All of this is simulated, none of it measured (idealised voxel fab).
Documented hereafter: the process module known as voxel transistor to metal.
We display cut, a cross-section 270 nm in width whose square cells are each 5 nm.
For the purposes of this document, a cross-section shall be understood as a grid of square cells, specified as bands listed in top-to-bottom order, each band consisting of one or more rows of cells. Top, bottom (nm), then materials left to right with widths (nm); lone material tagged "throughout" fills the whole band edge to edge; "blank" = empty space. Height reference: 0 = level under which incoming wafer is all one material. Lowest band: no bottom, runs on downward, e.g. "from 0 down". Quick explanation for "30..40": the width changes in equal steps down the rows of cells, from the first number in the band's top row to the second number in its bottom row. Basically "nothing changed" means that step didn't change any cell in the cross-section. The list in "Closed void register" covers empty spaces of 8 cells or more that cannot reach the top through any open way, and it gives each as width x height at distance; the distance is from the left edge, and width, height and distance are in nm. Past the settings on a step's line: simulator remark, on that step. On any step carrying a mask, the "overlay nm" setting, if present on the step's line, tells how far right of its planned place the mask lay; negative values point to the left. Read the rest as pairs. Take the cross-section before one process step, then the cross-section after it, which shows only down to the lowest band that changed. Under the pair, find the step between them and its settings. Bear in mind that pairs may come from different runs of this module on the same starting wafer: link a pair to the pair above it only where its entry headed "Preceding state" says to.

## Preceding state
> from 0 down = Si throughout
> Closed void register: none

## Post-Process View
> from 0 to -5 = SiO2 throughout
> Below -5 it's all the same as before, nothing changed down there.
> Closed void register: none
Step that separates the before view from the after view above: OXIDIZE (depth nm 5)

Preceding state: = after-state of the pair above.

## Post-Process View
> from 10 to 0 = SiN throughout
> Below 0 it's all the same as before, nothing changed down there.
> Closed void register: none
Step that separates the before view from the after view above: CONFORMAL_DEP (material SiN; thk nm 10)

Preceding state: = after-state of the pair above.

## Post-Process View
> from 10 to 0 = blank=30, SiN=95, blank=20, SiN=95, blank=30
> Below 0 it's all the same as before, nothing changed down there.
> Closed void register: none
Step that separates the before view from the after view above: MASKED_ETCH (tone cover; mask id ACTIVE; width nm 95; pitch nm 115; etch materials SiN; depth nm 10; overlay nm 0)

Preceding state: = after-state of the pair above.

## Post-Process View
> from 10 to 0 = blank=30, SiN=95, blank=20, SiN=95, blank=30
> from 0 to -5 = blank=30, SiO2=95, blank=20, SiO2=95, blank=30
> Below -5 it's all the same as before, nothing changed down there.
> Closed void register: none
Step that separates the before view from the after view above: MASKED_ETCH (tone cover; mask id ACTIVE; width nm 95; pitch nm 115; etch materials SiO2; depth nm 5; overlay nm 0)

Preceding state: = after-state of the pair above.

## Post-Process View
> from 10 to 0 = blank=30, SiN=95, blank=20, SiN=95, blank=30
> from 0 to -5 = blank=30, SiO2=95, blank=20, SiO2=95, blank=30
> from -5 to -30 = blank=30, Si=95, blank=20, Si=95, blank=30
> Below -30 it's all the same as before, nothing changed down there.
> Closed void register: none
Step that separates the before view from the after view above: MASKED_ETCH (tone cover; mask id ACTIVE; width nm 95; pitch nm 115; etch materials Si; depth nm 25; overlay nm 0)

Preceding state: = after-state of the pair above.

## Post-Process View
> from 10 to 0 = blank=30, SiN=95, blank=20, SiN=95, blank=30
> from 0 to -5 = blank=30, SiO2=95, blank=20, SiO2=95, blank=30
> from -5 to -30 = blank=30, SiO2=5, Si=85, SiO2=5, blank=20, SiO2=5, Si=85, SiO2=5, blank=30
> from -30 to -35 = SiO2=35, Si=85, SiO2=30, Si=85, SiO2=35
> Below -35 it's all the same as before, nothing changed down there.
> Closed void register: none
Step that separates the before view from the after view above: OXIDIZE (depth nm 5)

Preceding state: = after-state of the pair above.

## Post-Process View
> from 20 to 10 = SiO2 throughout
> from 10 to 0 = SiO2=30, SiN=95, SiO2=20, SiN=95, SiO2=30
> from 0 to -5 = SiO2 throughout
> from -5 to -35 = SiO2=35, Si=85, SiO2=30, Si=85, SiO2=35
> Below -35 it's all the same as before, nothing changed down there.
> Closed void register: none
Step that separates the before view from the after view above: FILL_DEP (material SiO2; thk nm 10)

Preceding state: = after-state of the pair above.

## Post-Process View
> from 10 to 0 = SiO2=30, SiN=95, SiO2=20, SiN=95, SiO2=30
> Below 0 it's all the same as before, nothing changed down there.
> Closed void register: none
Step that separates the before view from the after view above: CMP (height nm 10)

Preceding state: = after-state of the pair above.

## Post-Process View
> from 10 to 5 = blank=30, SiN=95, blank=20, SiN=95, blank=30
> Below 5 it's all the same as before, nothing changed down there.
> Closed void register: none
Step that separates the before view from the after view above: SELECTIVE_ETCH (etch materials SiO2; depth nm 5)

Preceding state: = after-state of the pair above.

## Post-Process View
> from 5 to 0 = SiO2=30, blank=95, SiO2=20, blank=95, SiO2=30
> Below 0 it's all the same as before, nothing changed down there.
> Closed void register: none
Step that separates the before view from the after view above: STRIP (etch materials SiN)

Preceding state: = after-state of the pair above.

## Post-Process View
> from 0 to -5 = SiO2=25, blank=105, SiO2=10, blank=105, SiO2=25
> Below -5 it's all the same as before, nothing changed down there.
> Closed void register: none
Step that separates the before view from the after view above: SELECTIVE_ETCH (etch materials SiO2; depth nm 5)

Preceding state: = after-state of the pair above.

## Post-Process View
> from 0 to -5 = SiO2=25, blank=105, SiO2=10, blank=105, SiO2=25
> from -5 to -10 = SiO2 throughout
> Below -10 it's all the same as before, nothing changed down there.
> Closed void register: none
Step that separates the before view from the after view above: OXIDIZE (depth nm 5)

Preceding state: = after-state of the pair above.

## Post-Process View
> from 30 to 25 = polySi=25, blank=105, polySi=10, blank=105, polySi=25
> from 25 to 0 = polySi throughout
> from 0 to -5 = SiO2=25, polySi=105, SiO2=10, polySi=105, SiO2=25
> Below -5 it's all the same as before, nothing changed down there.
> Closed void register: none
Step that separates the before view from the after view above: DIRECTIONAL_DEP (material polySi; thk nm 30)

Preceding state: = after-state of the pair above.

## Post-Process View
> from 40 to 35 = SiCN=25, blank=105, SiCN=10, blank=105, SiCN=25
> from 35 to 30 = SiCN throughout
> from 30 to 25 = polySi=25, SiCN=105, polySi=10, SiCN=105, polySi=25
> Below 25 it's all the same as before, nothing changed down there.
> Closed void register: none
Step that separates the before view from the after view above: DIRECTIONAL_DEP (material SiCN; thk nm 10)

Preceding state: = after-state of the pair above.

## Post-Process View
> from 35 to 30 = blank=70, SiCN=15, blank=100, SiCN=15, blank=70
> from 30 to 25 = polySi=25, blank=45, SiCN=15, blank=45, polySi=10, blank=45, SiCN=15, blank=45, polySi=25
> Below 25 it's all the same as before, nothing changed down there.
> Closed void register: none
Step that separates the before view from the after view above: MASKED_ETCH (tone cover; mask id GATE; width nm 15; pitch nm 115; etch materials SiCN; depth nm 20; overlay nm 0)

Preceding state: = after-state of the pair above.

## Post-Process View
> from 35 to 25 = blank=70, SiCN=15, blank=100, SiCN=15, blank=70
> from 25 to 0 = blank=70, polySi=15, blank=100, polySi=15, blank=70
> from 0 to -5 = SiO2=25, blank=45, polySi=15, blank=45, SiO2=10, blank=45, polySi=15, blank=45, SiO2=25
> Below -5 it's all the same as before, nothing changed down there.
> Closed void register: none
Step that separates the before view from the after view above: MASKED_ETCH (tone cover; mask id GATE; width nm 15; pitch nm 115; etch materials polySi; depth nm 40; overlay nm 0)

Preceding state: = after-state of the pair above.

## Post-Process View
> from 40 to 35 = blank=65, SiO2=25, blank=90, SiO2=25, blank=65
> from 35 to 25 = blank=65, SiO2=5, SiCN=15, SiO2=5, blank=90, SiO2=5, SiCN=15, SiO2=5, blank=65
> from 25 to 5 = blank=65, SiO2=5, polySi=15, SiO2=5, blank=90, SiO2=5, polySi=15, SiO2=5, blank=65
> from 5 to 0 = SiO2=30, blank=35, SiO2=5, polySi=15, SiO2=5, blank=35, SiO2=20, blank=35, SiO2=5, polySi=15, SiO2=5, blank=35, SiO2=30
> from 0 to -5 = SiO2=70, polySi=15, SiO2=100, polySi=15, SiO2=70
> Below -5 it's all the same as before, nothing changed down there.
> Closed void register: none
Step that separates the before view from the after view above: CONFORMAL_DEP (material SiO2; thk nm 5)

Preceding state: = after-state of the pair above.

## Post-Process View
> from 35 to 25 = blank=65, SiO2=5, SiCN=15, SiO2=5, blank=90, SiO2=5, SiCN=15, SiO2=5, blank=65
> from 25 to 0 = blank=65, SiO2=5, polySi=15, SiO2=5, blank=90, SiO2=5, polySi=15, SiO2=5, blank=65
> from 0 to -5 = SiO2=30, blank=35, SiO2=5, polySi=15, SiO2=5, blank=35, SiO2=20, blank=35, SiO2=5, polySi=15, SiO2=5, blank=35, SiO2=30
> Below -5 it's all the same as before, nothing changed down there.
> Closed void register: none
Step that separates the before view from the after view above: DIRECTIONAL_ETCH (etch materials SiO2; depth nm 5)

Preceding state: = after-state of the pair above.

## Post-Process View
> from 45 to 35 = blank=55, SiN=45, blank=70, SiN=45, blank=55
> from 35 to 25 = blank=55, SiN=10, SiO2=5, SiCN=15, SiO2=5, SiN=10, blank=70, SiN=10, SiO2=5, SiCN=15, SiO2=5, SiN=10, blank=55
> from 25 to 10 = blank=55, SiN=10, SiO2=5, polySi=15, SiO2=5, SiN=10, blank=70, SiN=10, SiO2=5, polySi=15, SiO2=5, SiN=10, blank=55
> from 10 to 5 = SiN=40, blank=15, SiN=10, SiO2=5, polySi=15, SiO2=5, SiN=10, blank=15, SiN=40, blank=15, SiN=10, SiO2=5, polySi=15, SiO2=5, SiN=10, blank=15, SiN=40
> from 5 to 0 = SiN=65, SiO2=5, polySi=15, SiO2=5, SiN=90, SiO2=5, polySi=15, SiO2=5, SiN=65
> from 0 to -5 = SiO2=30, SiN=35, SiO2=5, polySi=15, SiO2=5, SiN=35, SiO2=20, SiN=35, SiO2=5, polySi=15, SiO2=5, SiN=35, SiO2=30
> Below -5 it's all the same as before, nothing changed down there.
> Closed void register: none
Step that separates the before view from the after view above: CONFORMAL_DEP (material SiN; thk nm 10)

Preceding state: = after-state of the pair above.

## Post-Process View
> from 35 to 25 = blank=55, SiN=10, SiO2=5, SiCN=15, SiO2=5, SiN=10, blank=70, SiN=10, SiO2=5, SiCN=15, SiO2=5, SiN=10, blank=55
> from 25 to 0 = blank=55, SiN=10, SiO2=5, polySi=15, SiO2=5, SiN=10, blank=70, SiN=10, SiO2=5, polySi=15, SiO2=5, SiN=10, blank=55
> from 0 to -5 = SiO2=30, SiN=10, blank=15, SiN=10, SiO2=5, polySi=15, SiO2=5, SiN=10, blank=15, SiN=10, SiO2=20, SiN=10, blank=15, SiN=10, SiO2=5, polySi=15, SiO2=5, SiN=10, blank=15, SiN=10, SiO2=30
> Below -5 it's all the same as before, nothing changed down there.
> Closed void register: none
Step that separates the before view from the after view above: DIRECTIONAL_ETCH (etch materials SiN; depth nm 10)

Preceding state: = after-state of the pair above.

## Post-Process View
> from 35 to 30 = blank=55, SiN=10, blank=5, SiCN=15, blank=5, SiN=10, blank=70, SiN=10, blank=5, SiCN=15, blank=5, SiN=10, blank=55
> from 30 to 25 = blank=55, SiN=10, SiO2=5, SiCN=15, SiO2=5, SiN=10, blank=70, SiN=10, SiO2=5, SiCN=15, SiO2=5, SiN=10, blank=55
> from 25 to 0 = blank=55, SiN=10, SiO2=5, polySi=15, SiO2=5, SiN=10, blank=70, SiN=10, SiO2=5, polySi=15, SiO2=5, SiN=10, blank=55
> from 0 to -5 = blank=30, SiN=10, blank=15, SiN=10, SiO2=5, polySi=15, SiO2=5, SiN=10, blank=15, SiN=10, blank=20, SiN=10, blank=15, SiN=10, SiO2=5, polySi=15, SiO2=5, SiN=10, blank=15, SiN=10, blank=30
> from -5 to -10 = SiO2=40, blank=15, SiO2=45, blank=15, SiO2=40, blank=15, SiO2=45, blank=15, SiO2=40
> Below -10 it's all the same as before, nothing changed down there.
> Closed void register: none
Step that separates the before view from the after view above: DIRECTIONAL_ETCH (etch materials SiO2; depth nm 5)

Preceding state: = after-state of the pair above.

## Post-Process View
> from 35 to 30 = blank=55, SiN=10, blank=5, SiCN=15, blank=5, SiN=10, blank=70, SiN=10, blank=5, SiCN=15, blank=5, SiN=10, blank=55
> from 30 to 25 = blank=55, SiN=10, SiO2=5, SiCN=15, SiO2=5, SiN=10, blank=70, SiN=10, SiO2=5, SiCN=15, SiO2=5, SiN=10, blank=55
> from 25 to 0 = blank=55, SiN=10, SiO2=5, polySi=15, SiO2=5, SiN=10, blank=70, SiN=10, SiO2=5, polySi=15, SiO2=5, SiN=10, blank=55
> from 0 to -5 = blank=30, SiN=10, blank=15, SiN=10, SiO2=5, polySi=15, SiO2=5, SiN=10, blank=15, SiN=10, blank=20, SiN=10, blank=15, SiN=10, SiO2=5, polySi=15, SiO2=5, SiN=10, blank=15, SiN=10, blank=30
> from -5 to -10 = SiO2=40, blank=15, SiO2=45, blank=15, SiO2=40, blank=15, SiO2=45, blank=15, SiO2=40
> from -10 to -25 = SiO2=35, Si=5, blank=15, Si=45, blank=15, Si=5, SiO2=30, Si=5, blank=15, Si=45, blank=15, Si=5, SiO2=35
> Below -25 it's all the same as before, nothing changed down there.
> Closed void register: none
Step that separates the before view from the after view above: DIRECTIONAL_ETCH (etch materials Si; depth nm 15)

Preceding state: = after-state of the pair above.

## Post-Process View
> from 35 to 30 = blank=55, SiN=10, blank=5, SiCN=15, blank=5, SiN=10, blank=70, SiN=10, blank=5, SiCN=15, blank=5, SiN=10, blank=55
> from 30 to 25 = blank=55, SiN=10, SiO2=5, SiCN=15, SiO2=5, SiN=10, blank=70, SiN=10, SiO2=5, SiCN=15, SiO2=5, SiN=10, blank=55
> from 25 to 5 = blank=55, SiN=10, SiO2=5, polySi=15, SiO2=5, SiN=10, blank=70, SiN=10, SiO2=5, polySi=15, SiO2=5, SiN=10, blank=55
> from 5 to 0 = blank=35, nSi=20, SiN=10, SiO2=5, polySi=15, SiO2=5, SiN=10, nSi=20, blank=30, nSi=20, SiN=10, SiO2=5, polySi=15, SiO2=5, SiN=10, nSi=20, blank=35
> from 0 to -5 = blank=30, SiN=10, nSi=15, SiN=10, SiO2=5, polySi=15, SiO2=5, SiN=10, nSi=15, SiN=10, blank=20, SiN=10, nSi=15, SiN=10, SiO2=5, polySi=15, SiO2=5, SiN=10, nSi=15, SiN=10, blank=30
> from -5 to -10 = SiO2=40, nSi=15, SiO2=45, nSi=15, SiO2=40, nSi=15, SiO2=45, nSi=15, SiO2=40
> from -10 to -25 = SiO2=35, Si=5, nSi=15, Si=45, nSi=15, Si=5, SiO2=30, Si=5, nSi=15, Si=45, nSi=15, Si=5, SiO2=35
> Below -25 it's all the same as before, nothing changed down there.
> Closed void register: none
Step that separates the before view from the after view above: EPI (material nSi; thk nm 15)

Preceding state: = after-state of the pair above.

## Post-Process View
> from 45 to 35 = SiO2 throughout
> from 35 to 25 = SiO2=55, SiN=10, SiO2=5, SiCN=15, SiO2=5, SiN=10, SiO2=70, SiN=10, SiO2=5, SiCN=15, SiO2=5, SiN=10, SiO2=55
> from 25 to 5 = SiO2=55, SiN=10, SiO2=5, polySi=15, SiO2=5, SiN=10, SiO2=70, SiN=10, SiO2=5, polySi=15, SiO2=5, SiN=10, SiO2=55
> from 5 to 0 = SiO2=35, nSi=20, SiN=10, SiO2=5, polySi=15, SiO2=5, SiN=10, nSi=20, SiO2=30, nSi=20, SiN=10, SiO2=5, polySi=15, SiO2=5, SiN=10, nSi=20, SiO2=35
> from 0 to -5 = SiO2=30, SiN=10, nSi=15, SiN=10, SiO2=5, polySi=15, SiO2=5, SiN=10, nSi=15, SiN=10, SiO2=20, SiN=10, nSi=15, SiN=10, SiO2=5, polySi=15, SiO2=5, SiN=10, nSi=15, SiN=10, SiO2=30
> Below -5 it's all the same as before, nothing changed down there.
> Closed void register: none
Step that separates the before view from the after view above: FILL_DEP (material SiO2; thk nm 10)

Preceding state: = after-state of the pair above.

## Post-Process View
> from 35 to 25 = SiO2=55, SiN=10, SiO2=5, SiCN=15, SiO2=5, SiN=10, SiO2=70, SiN=10, SiO2=5, SiCN=15, SiO2=5, SiN=10, SiO2=55
> Below 25 it's all the same as before, nothing changed down there.
> Closed void register: none
Step that separates the before view from the after view above: CMP (height nm 35)

Preceding state: = after-state of the pair above.

## Post-Process View
> from 50 to 35 = SiO2 throughout
> Below 35 it's all the same as before, nothing changed down there.
> Closed void register: none
Step that separates the before view from the after view above: DIRECTIONAL_DEP (material SiO2; thk nm 15)

Preceding state: = after-state of the pair above.

## Post-Process View
> from 65 to 50 = aC throughout
> Below 50 it's all the same as before, nothing changed down there.
> Closed void register: none
Step that separates the before view from the after view above: DIRECTIONAL_DEP (material aC; thk nm 15)

Preceding state: = after-state of the pair above.

## Post-Process View
> from 100 to 65 = resist=35, blank=30, resist=25, blank=30, resist=30, blank=30, resist=25, blank=30, resist=35
> Below 65 it's all the same as before, nothing changed down there.
> Closed void register: none
Step that separates the before view from the after view above: PATTERN (tone open; mask id CONTACT; material resist; width nm 30; thk nm 35; overlay nm 0)

Preceding state: = after-state of the pair above.

## Post-Process View
> from 85 to 65 = resist=35, blank=30, resist=25, blank=30, resist=30, blank=30, resist=25, blank=30, resist=35
> from 65 to 50 = aC=35, blank=30, aC=25, blank=30, aC=30, blank=30, aC=25, blank=30, aC=35
> Below 50 it's all the same as before, nothing changed down there.
> Closed void register: none
Step that separates the before view from the after view above: DIRECTIONAL_ETCH (etch materials aC; depth nm 15)

Preceding state: = after-state of the pair above.

## Post-Process View
> from 65 to 50 = aC=35, blank=30, aC=25, blank=30, aC=30, blank=30, aC=25, blank=30, aC=35
> Below 50 it's all the same as before, nothing changed down there.
> Closed void register: none
Step that separates the before view from the after view above: STRIP (etch materials resist)

Preceding state: = after-state of the pair above.

## Post-Process View
> from 65 to 50 = aC=35, blank=30, aC=25, blank=30, aC=30, blank=30, aC=25, blank=30, aC=35
> from 50 to 35 = SiO2=35, blank=30, SiO2=25, blank=30, SiO2=30, blank=30, SiO2=25, blank=30, SiO2=35
> from 35 to 25 = SiO2=35, blank=20, SiN=10, SiO2=5, SiCN=15, SiO2=5, SiN=10, blank=20, SiO2=30, blank=20, SiN=10, SiO2=5, SiCN=15, SiO2=5, SiN=10, blank=20, SiO2=35
> from 25 to 5 = SiO2=35, blank=20, SiN=10, SiO2=5, polySi=15, SiO2=5, SiN=10, blank=20, SiO2=30, blank=20, SiN=10, SiO2=5, polySi=15, SiO2=5, SiN=10, blank=20, SiO2=35
> Below 5 it's all the same as before, nothing changed down there.
> Closed void register: none
Step that separates the before view from the after view above: DIRECTIONAL_ETCH (etch materials SiO2; depth nm 45)

Preceding state: = after-state of the pair above.

## Post-Process View
> from 50 to 35 = SiO2=35, blank=30, SiO2=25, blank=30, SiO2=30, blank=30, SiO2=25, blank=30, SiO2=35
> Below 35 it's all the same as before, nothing changed down there.
> Closed void register: none
Step that separates the before view from the after view above: STRIP (etch materials aC)

Preceding state: = after-state of the pair above.

## Post-Process View
> from 55 to 50 = TiN=40, blank=20, TiN=35, blank=20, TiN=40, blank=20, TiN=35, blank=20, TiN=40
> from 50 to 40 = SiO2=35, TiN=5, blank=20, TiN=5, SiO2=25, TiN=5, blank=20, TiN=5, SiO2=30, TiN=5, blank=20, TiN=5, SiO2=25, TiN=5, blank=20, TiN=5, SiO2=35
> from 40 to 35 = SiO2=35, TiN=5, blank=10, TiN=15, SiO2=25, TiN=15, blank=10, TiN=5, SiO2=30, TiN=5, blank=10, TiN=15, SiO2=25, TiN=15, blank=10, TiN=5, SiO2=35
> from 35 to 25 = SiO2=35, TiN=5, blank=10, TiN=5, SiN=10, SiO2=5, SiCN=15, SiO2=5, SiN=10, TiN=5, blank=10, TiN=5, SiO2=30, TiN=5, blank=10, TiN=5, SiN=10, SiO2=5, SiCN=15, SiO2=5, SiN=10, TiN=5, blank=10, TiN=5, SiO2=35
> from 25 to 10 = SiO2=35, TiN=5, blank=10, TiN=5, SiN=10, SiO2=5, polySi=15, SiO2=5, SiN=10, TiN=5, blank=10, TiN=5, SiO2=30, TiN=5, blank=10, TiN=5, SiN=10, SiO2=5, polySi=15, SiO2=5, SiN=10, TiN=5, blank=10, TiN=5, SiO2=35
> from 10 to 5 = SiO2=35, TiN=20, SiN=10, SiO2=5, polySi=15, SiO2=5, SiN=10, TiN=20, SiO2=30, TiN=20, SiN=10, SiO2=5, polySi=15, SiO2=5, SiN=10, TiN=20, SiO2=35
> Below 5 it's all the same as before, nothing changed down there.
> Closed void register: none
Step that separates the before view from the after view above: CONFORMAL_DEP (material TiN; thk nm 5)

Preceding state: = after-state of the pair above.

## Post-Process View
> from 65 to 55 = W throughout
> from 55 to 50 = TiN=40, W=20, TiN=35, W=20, TiN=40, W=20, TiN=35, W=20, TiN=40
> from 50 to 40 = SiO2=35, TiN=5, W=20, TiN=5, SiO2=25, TiN=5, W=20, TiN=5, SiO2=30, TiN=5, W=20, TiN=5, SiO2=25, TiN=5, W=20, TiN=5, SiO2=35
> from 40 to 35 = SiO2=35, TiN=5, W=10, TiN=15, SiO2=25, TiN=15, W=10, TiN=5, SiO2=30, TiN=5, W=10, TiN=15, SiO2=25, TiN=15, W=10, TiN=5, SiO2=35
> from 35 to 25 = SiO2=35, TiN=5, W=10, TiN=5, SiN=10, SiO2=5, SiCN=15, SiO2=5, SiN=10, TiN=5, W=10, TiN=5, SiO2=30, TiN=5, W=10, TiN=5, SiN=10, SiO2=5, SiCN=15, SiO2=5, SiN=10, TiN=5, W=10, TiN=5, SiO2=35
> from 25 to 10 = SiO2=35, TiN=5, W=10, TiN=5, SiN=10, SiO2=5, polySi=15, SiO2=5, SiN=10, TiN=5, W=10, TiN=5, SiO2=30, TiN=5, W=10, TiN=5, SiN=10, SiO2=5, polySi=15, SiO2=5, SiN=10, TiN=5, W=10, TiN=5, SiO2=35
> Below 10 it's all the same as before, nothing changed down there.
> Closed void register: none
Step that separates the before view from the after view above: FILL_DEP (material W; thk nm 10)

Preceding state: = after-state of the pair above.

## Post-Process View
> from 50 to 40 = SiO2=35, TiN=5, W=20, TiN=5, SiO2=25, TiN=5, W=20, TiN=5, SiO2=30, TiN=5, W=20, TiN=5, SiO2=25, TiN=5, W=20, TiN=5, SiO2=35
> Below 40 it's all the same as before, nothing changed down there.
> Closed void register: none
Step that separates the before view from the after view above: CMP (height nm 50)

Preceding state: = after-state of the pair above.

## Post-Process View
> from 55 to 50 = TiN throughout
> Below 50 it's all the same as before, nothing changed down there.
> Closed void register: none
Step that separates the before view from the after view above: DIRECTIONAL_DEP (material TiN; thk nm 5)

Preceding state: = after-state of the pair above.

## Post-Process View
> from 70 to 55 = Ru throughout
> Below 55 it's all the same as before, nothing changed down there.
> Closed void register: none
Step that separates the before view from the after view above: DIRECTIONAL_DEP (material Ru; thk nm 15)

Preceding state: = after-state of the pair above.

## Post-Process View
> from 70 to 55 = blank=35, Ru=15, blank=55, Ru=15, blank=30, Ru=15, blank=55, Ru=15, blank=35
> Below 55 it's all the same as before, nothing changed down there.
> Closed void register: none
Step that separates the before view from the after view above: MASKED_ETCH (tone cover; mask id METAL_1; width nm 15; etch materials Ru; depth nm 15; overlay nm 0)

Preceding state: = after-state of the pair above.

## Post-Process View
> from 70 to 55 = blank=35, Ru=15, blank=55, Ru=15, blank=30, Ru=15, blank=55, Ru=15, blank=35
> from 55 to 50 = blank=35, TiN=15, blank=55, TiN=15, blank=30, TiN=15, blank=55, TiN=15, blank=35
> Below 50 it's all the same as before, nothing changed down there.
> Closed void register: none
Step that separates the before view from the after view above: MASKED_ETCH (tone cover; mask id METAL_1; width nm 15; etch materials TiN; depth nm 5; overlay nm 0)

Preceding state: = after-state of the pair above.

## Post-Process View
> from 75 to 70 = blank=30, SiCN=25, blank=45, SiCN=25, blank=20, SiCN=25, blank=45, SiCN=25, blank=30
> from 70 to 55 = blank=30, SiCN=5, Ru=15, SiCN=5, blank=45, SiCN=5, Ru=15, SiCN=5, blank=20, SiCN=5, Ru=15, SiCN=5, blank=45, SiCN=5, Ru=15, SiCN=5, blank=30
> from 55 to 50 = SiCN=35, TiN=15, SiCN=55, TiN=15, SiCN=30, TiN=15, SiCN=55, TiN=15, SiCN=35
> Below 50 it's all the same as before, nothing changed down there.
> Closed void register: none
Step that separates the before view from the after view above: CONFORMAL_DEP (material SiCN; thk nm 5)

Preceding state: = after-state of the pair above.

## Post-Process View
> from 80 to 75 = SiO2 throughout
> from 75 to 70 = SiO2=30, SiCN=25, SiO2=45, SiCN=25, SiO2=20, SiCN=25, SiO2=45, SiCN=25, SiO2=30
> from 70 to 55 = SiO2=30, SiCN=5, Ru=15, SiCN=5, SiO2=45, SiCN=5, Ru=15, SiCN=5, SiO2=20, SiCN=5, Ru=15, SiCN=5, SiO2=45, SiCN=5, Ru=15, SiCN=5, SiO2=30
> Below 55 it's all the same as before, nothing changed down there.
> Closed void register: none
Step that separates the before view from the after view above: FILL_DEP (material SiO2; thk nm 5)

Preceding state: = after-state of the pair above.

## Post-Process View
> from 70 to 55 = SiO2=30, SiCN=5, Ru=15, SiCN=5, SiO2=45, SiCN=5, Ru=15, SiCN=5, SiO2=20, SiCN=5, Ru=15, SiCN=5, SiO2=45, SiCN=5, Ru=15, SiCN=5, SiO2=30
> Below 55 it's all the same as before, nothing changed down there.
> Closed void register: none
Step that separates the before view from the after view above: CMP (height nm 70)

Preceding state: = after-state of the pair above.

## Post-Process View
> from 75 to 70 = SiCN throughout
> Below 70 it's all the same as before, nothing changed down there.
> Closed void register: none
Step that separates the before view from the after view above: CONFORMAL_DEP (material SiCN; thk nm 5)

## Preceding state
> from 65 to 55 = W throughout
> from 55 to 50 = TiN=40, W=20, TiN=35, W=20, TiN=40, W=20, TiN=35, W=20, TiN=40
> from 50 to 40 = SiO2=35, TiN=5, W=20, TiN=5, SiO2=25, TiN=5, W=20, TiN=5, SiO2=30, TiN=5, W=20, TiN=5, SiO2=25, TiN=5, W=20, TiN=5, SiO2=35
> from 40 to 35 = SiO2=35, TiN=5, W=10, TiN=15, SiO2=25, TiN=15, W=10, TiN=5, SiO2=30, TiN=5, W=10, TiN=15, SiO2=25, TiN=15, W=10, TiN=5, SiO2=35
> from 35 to 25 = SiO2=35, TiN=5, W=10, TiN=5, SiN=10, SiO2=5, SiCN=15, SiO2=5, SiN=10, TiN=5, W=10, TiN=5, SiO2=30, TiN=5, W=10, TiN=5, SiN=10, SiO2=5, SiCN=15, SiO2=5, SiN=10, TiN=5, W=10, TiN=5, SiO2=35
> from 25 to 10 = SiO2=35, TiN=5, W=10, TiN=5, SiN=10, SiO2=5, polySi=15, SiO2=5, SiN=10, TiN=5, W=10, TiN=5, SiO2=30, TiN=5, W=10, TiN=5, SiN=10, SiO2=5, polySi=15, SiO2=5, SiN=10, TiN=5, W=10, TiN=5, SiO2=35
> from 10 to 5 = SiO2=35, TiN=20, SiN=10, SiO2=5, polySi=15, SiO2=5, SiN=10, TiN=20, SiO2=30, TiN=20, SiN=10, SiO2=5, polySi=15, SiO2=5, SiN=10, TiN=20, SiO2=35
> from 5 to 0 = SiO2=35, nSi=20, SiN=10, SiO2=5, polySi=15, SiO2=5, SiN=10, nSi=20, SiO2=30, nSi=20, SiN=10, SiO2=5, polySi=15, SiO2=5, SiN=10, nSi=20, SiO2=35
> from 0 to -5 = SiO2=30, SiN=10, nSi=15, SiN=10, SiO2=5, polySi=15, SiO2=5, SiN=10, nSi=15, SiN=10, SiO2=20, SiN=10, nSi=15, SiN=10, SiO2=5, polySi=15, SiO2=5, SiN=10, nSi=15, SiN=10, SiO2=30
> from -5 to -10 = SiO2=40, nSi=15, SiO2=45, nSi=15, SiO2=40, nSi=15, SiO2=45, nSi=15, SiO2=40
> from -10 to -25 = SiO2=35, Si=5, nSi=15, Si=45, nSi=15, Si=5, SiO2=30, Si=5, nSi=15, Si=45, nSi=15, Si=5, SiO2=35
> from -25 to -35 = SiO2=35, Si=85, SiO2=30, Si=85, SiO2=35
> from -35 down = Si throughout
> Closed void register: none

## Post-Process View
> from 70 to 65 = TiN throughout
> Below 65 it's all the same as before, nothing changed down there.
> Closed void register: none
Step that separates the before view from the after view above: DIRECTIONAL_DEP (material TiN; thk nm 5)

Preceding state: = after-state of the pair above.

## Post-Process View
> from 85 to 70 = Ru throughout
> Below 70 it's all the same as before, nothing changed down there.
> Closed void register: none
Step that separates the before view from the after view above: DIRECTIONAL_DEP (material Ru; thk nm 15)

Preceding state: = after-state of the pair above.

## Post-Process View
> from 85 to 70 = blank=35, Ru=15, blank=55, Ru=15, blank=30, Ru=15, blank=55, Ru=15, blank=35
> Below 70 it's all the same as before, nothing changed down there.
> Closed void register: none
Step that separates the before view from the after view above: MASKED_ETCH (tone cover; mask id METAL_1; width nm 15; etch materials Ru; depth nm 15; overlay nm 0)

Preceding state: = after-state of the pair above.

## Post-Process View
> from 85 to 70 = blank=35, Ru=15, blank=55, Ru=15, blank=30, Ru=15, blank=55, Ru=15, blank=35
> from 70 to 65 = blank=35, TiN=15, blank=55, TiN=15, blank=30, TiN=15, blank=55, TiN=15, blank=35
> Below 65 it's all the same as before, nothing changed down there.
> Closed void register: none
Step that separates the before view from the after view above: MASKED_ETCH (tone cover; mask id METAL_1; width nm 15; etch materials TiN; depth nm 5; overlay nm 0)

Preceding state: = after-state of the pair above.

## Post-Process View
> from 90 to 85 = blank=30, SiCN=25, blank=45, SiCN=25, blank=20, SiCN=25, blank=45, SiCN=25, blank=30
> from 85 to 70 = blank=30, SiCN=5, Ru=15, SiCN=5, blank=45, SiCN=5, Ru=15, SiCN=5, blank=20, SiCN=5, Ru=15, SiCN=5, blank=45, SiCN=5, Ru=15, SiCN=5, blank=30
> from 70 to 65 = SiCN=35, TiN=15, SiCN=55, TiN=15, SiCN=30, TiN=15, SiCN=55, TiN=15, SiCN=35
> Below 65 it's all the same as before, nothing changed down there.
> Closed void register: none
Step that separates the before view from the after view above: CONFORMAL_DEP (material SiCN; thk nm 5)
